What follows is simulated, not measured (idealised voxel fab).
process module | voxel capacitor over wiring
This is section cut - it's 290 nm across, gridded in 5 nm square cells.
Cross-section format: a grid of square cells, given as bands from top to bottom; each band is one or more rows of cells.
Top, bottom (nm), then materials left to right with widths (nm); lone material tagged "edge to edge" fills the whole band edge to edge; "blank" = empty space.
A quick word on heights: they are counted from 0, and under that level the wafer as it came to us is one material throughout. The lowest band is different from the rest in having no bottom; it simply continues downward, written as in "0 down".
You'd read "30 to 40" like this: the band's top row of cells is as wide as the first number, its bottom row is as wide as the second, and going down, every row changes width by the same amount as the row before did.
Any step labelled "nothing was modified" changed none of the cells in the cross-section.
"Completely sealed voids" means: voids of 8 cells or more that are shut off from the top with no open way through. Written width x height at distance, distance from the left edge, in nm.
The remark found on a step's line after its settings is issued by the simulator itself and pertains to that step.
overlay nm: mask offset rightward from planned place, masked step; negative means leftward offset.

**Steps in the process plan**
| 1 | op RECEIVE | material Si |
| 2 | op CONFORMAL_DEP | material SiO2 | thk nm 15 |
| 3 | op DIRECTIONAL_DEP | material TiN | thk nm 5 |
| 4 | op DIRECTIONAL_DEP | material Ru | thk nm 20 |
| 5 | op DIRECTIONAL_DEP | material aC | thk nm 15 |
| 6 | op PATTERN | tone cover | mask id METAL_1 | material resist | width nm 30 | pitch nm 95 | thk nm 35 | overlay nm 0 |
| 7 | op DIRECTIONAL_ETCH | etch materials aC | depth nm 15 |
| 8 | op STRIP | etch materials resist |
| 9 | op DIRECTIONAL_ETCH | etch materials Ru | depth nm 20 |
| 10 | op DIRECTIONAL_ETCH | etch materials TiN | depth nm 5 |
| 11 | op STRIP | etch materials aC |
| 12 | op FILL_DEP | material lowk | thk nm 5 |
| 13 | op CMP | height nm 40 |
| 14 | op CONFORMAL_DEP | material SiCN | thk nm 5 |
| 15 | op DIRECTIONAL_DEP | material SiO2 | thk nm 15 |
| 16 | op DIRECTIONAL_DEP | material aC | thk nm 10 |
| 17 | op PATTERN | tone open | mask id PLUG_1 | material resist | width nm 15 | thk nm 25 | overlay nm 0 |
| 18 | op DIRECTIONAL_ETCH | etch materials aC | depth nm 10 |
| 19 | op STRIP | etch materials resist |
| 20 | op DIRECTIONAL_ETCH | etch materials SiO2 | depth nm 15 |
| 21 | op DIRECTIONAL_ETCH | etch materials SiCN | depth nm 5 |
| 22 | op STRIP | etch materials aC |
| 23 | op CONFORMAL_DEP | material TiN | thk nm 5 |
| 24 | op FILL_DEP | material Cu | thk nm 10 |
| 25 | op CMP | height nm 60 |
| 26 | op DIRECTIONAL_DEP | material TiN | thk nm 10 |
| 27 | op DIRECTIONAL_DEP | material Al2O3 | thk nm 5 |
| 28 | op DIRECTIONAL_DEP | material TiN | thk nm 10 |
| 29 | op PATTERN | tone cover | mask id UPPER_PLATE | material resist | width nm 70 | thk nm 15 | overlay nm 0 |
| 30 | op DIRECTIONAL_ETCH | etch materials TiN | depth nm 10 |
| 31 | op DIRECTIONAL_ETCH | etch materials Al2O3 | depth nm 5 |
| 32 | op STRIP | etch materials resist |
| 33 | op MASKED_ETCH | tone cover | mask id LOWER_PLATE | width nm 80 | etch materials TiN | depth nm 10 | overlay nm 0 |
| 34 | op FILL_DEP | material SiO2 | thk nm 20 |
| 35 | op CMP | height nm 100 |
| 36 | op MASKED_ETCH | tone open | mask id PLUG_2 | width nm 15 | etch materials SiO2 | depth nm 15 | overlay nm 0 |
| 37 | op CONFORMAL_DEP | material TiN | thk nm 5 |
| 38 | op FILL_DEP | material W | thk nm 10 |
| 39 | op CMP | height nm 100 |
| 40 | op CONFORMAL_DEP | material SiN | thk nm 5 |

**First out of two wafers; run went to plan**

**This is the cross-section of the wafer as we received it, i.e. after step 1**
> 0 down  Si edge to edge
> Completely sealed voids: none

**Cross-section through the wafer, step 2 finished**
> 15 to 0  SiO2 edge to edge
> Heights below 0 show no change.

**Cross-section through the wafer, step 3 finished**
> 20 to 15  TiN edge to edge
> Heights below 15 show no change.

**Cross-section through the wafer, step 4 finished**
> 40 to 20  Ru edge to edge
> Heights below 20 show no change.

**Cross-section through the wafer, step 5 finished**
> 55 to 40  aC edge to edge
> Heights below 40 show no change.

**Cross-section through the wafer, step 6 finished**
> 90 to 55  blank 80 nm  resist 30 nm  blank 65 nm  resist 30 nm  blank 85 nm
> Heights below 55 show no change.

**Cross-section through the wafer, step 7 finished**
> 75 to 55  blank 80 nm  resist 30 nm  blank 65 nm  resist 30 nm  blank 85 nm
> 55 to 40  blank 80 nm  aC 30 nm  blank 65 nm  aC 30 nm  blank 85 nm
> Heights below 40 show no change.

**Cross-section through the wafer, step 8 finished**
> 55 to 40  blank 80 nm  aC 30 nm  blank 65 nm  aC 30 nm  blank 85 nm
> Heights below 40 show no change.

**Cross-section through the wafer, step 9 finished**
> 55 to 40  blank 80 nm  aC 30 nm  blank 65 nm  aC 30 nm  blank 85 nm
> 40 to 20  blank 80 nm  Ru 30 nm  blank 65 nm  Ru 30 nm  blank 85 nm
> Heights below 20 show no change.

**Cross-section through the wafer, step 10 finished**
> 55 to 40  blank 80 nm  aC 30 nm  blank 65 nm  aC 30 nm  blank 85 nm
> 40 to 20  blank 80 nm  Ru 30 nm  blank 65 nm  Ru 30 nm  blank 85 nm
> 20 to 15  blank 80 nm  TiN 30 nm  blank 65 nm  TiN 30 nm  blank 85 nm
> Heights below 15 show no change.

**Cross-section through the wafer, step 11 finished**
> 40 to 20  blank 80 nm  Ru 30 nm  blank 65 nm  Ru 30 nm  blank 85 nm
> Heights below 20 show no change.

**Cross-section through the wafer, step 12 finished**
> 45 to 40  lowk edge to edge
> 40 to 20  lowk 80 nm  Ru 30 nm  lowk 65 nm  Ru 30 nm  lowk 85 nm
> 20 to 15  lowk 80 nm  TiN 30 nm  lowk 65 nm  TiN 30 nm  lowk 85 nm
> Heights below 15 show no change.

**Cross-section through the wafer, step 13 finished**
> 40 to 20  lowk 80 nm  Ru 30 nm  lowk 65 nm  Ru 30 nm  lowk 85 nm
> Heights below 20 show no change.

**Cross-section through the wafer, step 14 finished**
> 45 to 40  SiCN edge to edge
> Heights below 40 show no change.

**Cross-section through the wafer, step 15 finished**
> 60 to 45  SiO2 edge to edge
> Heights below 45 show no change.

**Cross-section through the wafer, step 16 finished**
> 70 to 60  aC edge to edge
> Heights below 60 show no change.

**Cross-section through the wafer, step 17 finished**
> 95 to 70  resist 95 nm  blank 15 nm  resist 180 nm
> Heights below 70 show no change.

**Cross-section through the wafer, step 18 finished**
> 85 to 70  resist 95 nm  blank 15 nm  resist 180 nm
> 70 to 60  aC 95 nm  blank 15 nm  aC 180 nm
> Heights below 60 show no change.

**Cross-section through the wafer, step 19 finished**
> 70 to 60  aC 95 nm  blank 15 nm  aC 180 nm
> Heights below 60 show no change.

**Cross-section through the wafer, step 20 finished**
> 70 to 60  aC 95 nm  blank 15 nm  aC 180 nm
> 60 to 45  SiO2 95 nm  blank 15 nm  SiO2 180 nm
> Heights below 45 show no change.

**Cross-section through the wafer, step 21 finished**
> 70 to 60  aC 95 nm  blank 15 nm  aC 180 nm
> 60 to 45  SiO2 95 nm  blank 15 nm  SiO2 180 nm
> 45 to 40  SiCN 95 nm  blank 15 nm  SiCN 180 nm
> Heights below 40 show no change.

**Cross-section through the wafer, step 22 finished**
> 60 to 45  SiO2 95 nm  blank 15 nm  SiO2 180 nm
> Heights below 45 show no change.

**Cross-section through the wafer, step 23 finished**
> 65 to 60  TiN 100 nm  blank 5 nm  TiN 185 nm
> 60 to 45  SiO2 95 nm  TiN 5 nm  blank 5 nm  TiN 5 nm  SiO2 180 nm
> 45 to 40  SiCN 95 nm  TiN 15 nm  SiCN 180 nm
> Heights below 40 show no change.

**Cross-section through the wafer, step 24 finished**
> 75 to 65  Cu edge to edge
> 65 to 60  TiN 100 nm  Cu 5 nm  TiN 185 nm
> 60 to 45  SiO2 95 nm  TiN 5 nm  Cu 5 nm  TiN 5 nm  SiO2 180 nm
> Heights below 45 show no change.

**Cross-section through the wafer, step 25 finished**
> 60 to 45  SiO2 95 nm  TiN 5 nm  Cu 5 nm  TiN 5 nm  SiO2 180 nm
> Heights below 45 show no change.

**Cross-section through the wafer, step 26 finished**
> 70 to 60  TiN edge to edge
> Heights below 60 show no change.

**Cross-section through the wafer, step 27 finished**
> 75 to 70  Al2O3 edge to edge
> Heights below 70 show no change.

**Cross-section through the wafer, step 28 finished**
> 85 to 75  TiN edge to edge
> Heights below 75 show no change.

**Cross-section through the wafer, step 29 finished**
> 100 to 85  blank 95 nm  resist 70 nm  blank 125 nm
> Heights below 85 show no change.

**Cross-section through the wafer, step 30 finished**
> 100 to 85  blank 95 nm  resist 70 nm  blank 125 nm
> 85 to 75  blank 95 nm  TiN 70 nm  blank 125 nm
> Heights below 75 show no change.

**Cross-section through the wafer, step 31 finished**
> 100 to 85  blank 95 nm  resist 70 nm  blank 125 nm
> 85 to 75  blank 95 nm  TiN 70 nm  blank 125 nm
> 75 to 70  blank 95 nm  Al2O3 70 nm  blank 125 nm
> Heights below 70 show no change.

**Cross-section through the wafer, step 32 finished**
> 85 to 75  blank 95 nm  TiN 70 nm  blank 125 nm
> Heights below 75 show no change.

**Cross-section through the wafer, step 33 finished**
> 85 to 75  blank 95 nm  TiN 70 nm  blank 125 nm
> 75 to 70  blank 95 nm  Al2O3 70 nm  blank 125 nm
> 70 to 60  blank 90 nm  TiN 80 nm  blank 120 nm
> Heights below 60 show no change.

**Cross-section through the wafer, step 34 finished**
> 105 to 85  SiO2 edge to edge
> 85 to 75  SiO2 95 nm  TiN 70 nm  SiO2 125 nm
> 75 to 70  SiO2 95 nm  Al2O3 70 nm  SiO2 125 nm
> 70 to 60  SiO2 90 nm  TiN 80 nm  SiO2 120 nm
> Heights below 60 show no change.

**Cross-section through the wafer, step 35 finished**
> 100 to 85  SiO2 edge to edge
> Heights below 85 show no change.

**Cross-section through the wafer, step 36 finished**
> 100 to 85  SiO2 105 nm  blank 15 nm  SiO2 170 nm
> Heights below 85 show no change.

**Cross-section through the wafer, step 37 finished**
> 105 to 100  TiN 110 nm  blank 5 nm  TiN 175 nm
> 100 to 90  SiO2 105 nm  TiN 5 nm  blank 5 nm  TiN 5 nm  SiO2 170 nm
> 90 to 85  SiO2 105 nm  TiN 15 nm  SiO2 170 nm
> Heights below 85 show no change.

**Cross-section through the wafer, step 38 finished**
> 115 to 105  W edge to edge
> 105 to 100  TiN 110 nm  W 5 nm  TiN 175 nm
> 100 to 90  SiO2 105 nm  TiN 5 nm  W 5 nm  TiN 5 nm  SiO2 170 nm
> Heights below 90 show no change.

**Cross-section through the wafer, step 39 finished**
> 100 to 90  SiO2 105 nm  TiN 5 nm  W 5 nm  TiN 5 nm  SiO2 170 nm
> Heights below 90 show no change.

**Cross-section through the wafer, step 40 finished**
> 105 to 100  SiN edge to edge
> Heights below 100 show no change.

**Wafer two of two - same starting point, same process plan, one mistake in execution; matches wafer one up to and including step 14**

**Cross-section of the second wafer at the time by which step 15 should have been completed according to the plan**
> 60 to 45  lowk edge to edge
> Heights below 45 show no change.

**Cross-section of the second wafer at the time by which step 16 should have been completed according to the plan**
> 70 to 60  aC edge to edge
> Heights below 60 show no change.

**Cross-section of the second wafer at the time by which step 17 should have been completed according to the plan**
> 95 to 70  resist 95 nm  blank 15 nm  resist 180 nm
> Heights below 70 show no change.

**Cross-section of the second wafer at the time by which step 18 should have been completed according to the plan**
> 85 to 70  resist 95 nm  blank 15 nm  resist 180 nm
> 70 to 60  aC 95 nm  blank 15 nm  aC 180 nm
> Heights below 60 show no change.

**Cross-section of the second wafer at the time by which step 19 should have been completed according to the plan**
> 70 to 60  aC 95 nm  blank 15 nm  aC 180 nm
> Heights below 60 show no change.

Cross-section of the second wafer at the time by which step 20 should have been completed according to the plan: nothing was modified

Cross-section of the second wafer at the time by which step 21 should have been completed according to the plan: nothing was modified

**Cross-section of the second wafer at the time by which step 22 should have been completed according to the plan**
> 60 to 45  lowk edge to edge
> Heights below 45 show no change.

**Cross-section of the second wafer at the time by which step 23 should have been completed according to the plan**
> 65 to 60  TiN edge to edge
> Heights below 60 show no change.

**Cross-section of the second wafer at the time by which step 24 should have been completed according to the plan**
> 75 to 65  Cu edge to edge
> Heights below 65 show no change.

**Cross-section of the second wafer at the time by which step 25 should have been completed according to the plan**
> 60 to 45  lowk edge to edge
> Heights below 45 show no change.

**Cross-section of the second wafer at the time by which step 26 should have been completed according to the plan**
> 70 to 60  TiN edge to edge
> Heights below 60 show no change.

**Cross-section of the second wafer at the time by which step 27 should have been completed according to the plan**
> 75 to 70  Al2O3 edge to edge
> Heights below 70 show no change.

**Cross-section of the second wafer at the time by which step 28 should have been completed according to the plan**
> 85 to 75  TiN edge to edge
> Heights below 75 show no change.

**Cross-section of the second wafer at the time by which step 29 should have been completed according to the plan**
> 100 to 85  blank 95 nm  resist 70 nm  blank 125 nm
> Heights below 85 show no change.

**Cross-section of the second wafer at the time by which step 30 should have been completed according to the plan**
> 100 to 85  blank 95 nm  resist 70 nm  blank 125 nm
> 85 to 75  blank 95 nm  TiN 70 nm  blank 125 nm
> Heights below 75 show no change.

**Cross-section of the second wafer at the time by which step 31 should have been completed according to the plan**
> 100 to 85  blank 95 nm  resist 70 nm  blank 125 nm
> 85 to 75  blank 95 nm  TiN 70 nm  blank 125 nm
> 75 to 70  blank 95 nm  Al2O3 70 nm  blank 125 nm
> Heights below 70 show no change.

**Cross-section of the second wafer at the time by which step 32 should have been completed according to the plan**
> 85 to 75  blank 95 nm  TiN 70 nm  blank 125 nm
> Heights below 75 show no change.

**Cross-section of the second wafer at the time by which step 33 should have been completed according to the plan**
> 85 to 75  blank 95 nm  TiN 70 nm  blank 125 nm
> 75 to 70  blank 95 nm  Al2O3 70 nm  blank 125 nm
> 70 to 60  blank 90 nm  TiN 80 nm  blank 120 nm
> Heights below 60 show no change.

**Cross-section of the second wafer at the time by which step 34 should have been completed according to the plan**
> 105 to 85  SiO2 edge to edge
> 85 to 75  SiO2 95 nm  TiN 70 nm  SiO2 125 nm
> 75 to 70  SiO2 95 nm  Al2O3 70 nm  SiO2 125 nm
> 70 to 60  SiO2 90 nm  TiN 80 nm  SiO2 120 nm
> Heights below 60 show no change.

**Cross-section of the second wafer at the time by which step 35 should have been completed according to the plan**
> 100 to 85  SiO2 edge to edge
> Heights below 85 show no change.

**Cross-section of the second wafer at the time by which step 36 should have been completed according to the plan**
> 100 to 85  SiO2 105 nm  blank 15 nm  SiO2 170 nm
> Heights below 85 show no change.

**Cross-section of the second wafer at the time by which step 37 should have been completed according to the plan**
> 105 to 100  TiN 110 nm  blank 5 nm  TiN 175 nm
> 100 to 90  SiO2 105 nm  TiN 5 nm  blank 5 nm  TiN 5 nm  SiO2 170 nm
> 90 to 85  SiO2 105 nm  TiN 15 nm  SiO2 170 nm
> Heights below 85 show no change.

**Cross-section of the second wafer at the time by which step 38 should have been completed according to the plan**
> 115 to 105  W edge to edge
> 105 to 100  TiN 110 nm  W 5 nm  TiN 175 nm
> 100 to 90  SiO2 105 nm  TiN 5 nm  W 5 nm  TiN 5 nm  SiO2 170 nm
> Heights below 90 show no change.

**Cross-section of the second wafer at the time by which step 39 should have been completed according to the plan**
> 100 to 90  SiO2 105 nm  TiN 5 nm  W 5 nm  TiN 5 nm  SiO2 170 nm
> Heights below 90 show no change.

**Cross-section of the second wafer at the time by which step 40 should have been completed according to the plan**
> 105 to 100  SiN edge to edge
> Heights below 100 show no change.
Short version of what went wrong: step 15 was processed under conditions differing from the plan, specifically as op DIRECTIONAL_DEP | material lowk | thk nm 15
The closing comparison, in cells, has the second wafer with more or fewer of some materials than the first: Cu: 3 fewer; SiCN: 3 more; SiO2: 165 fewer; TiN: 9 fewer; lowk: 174 more
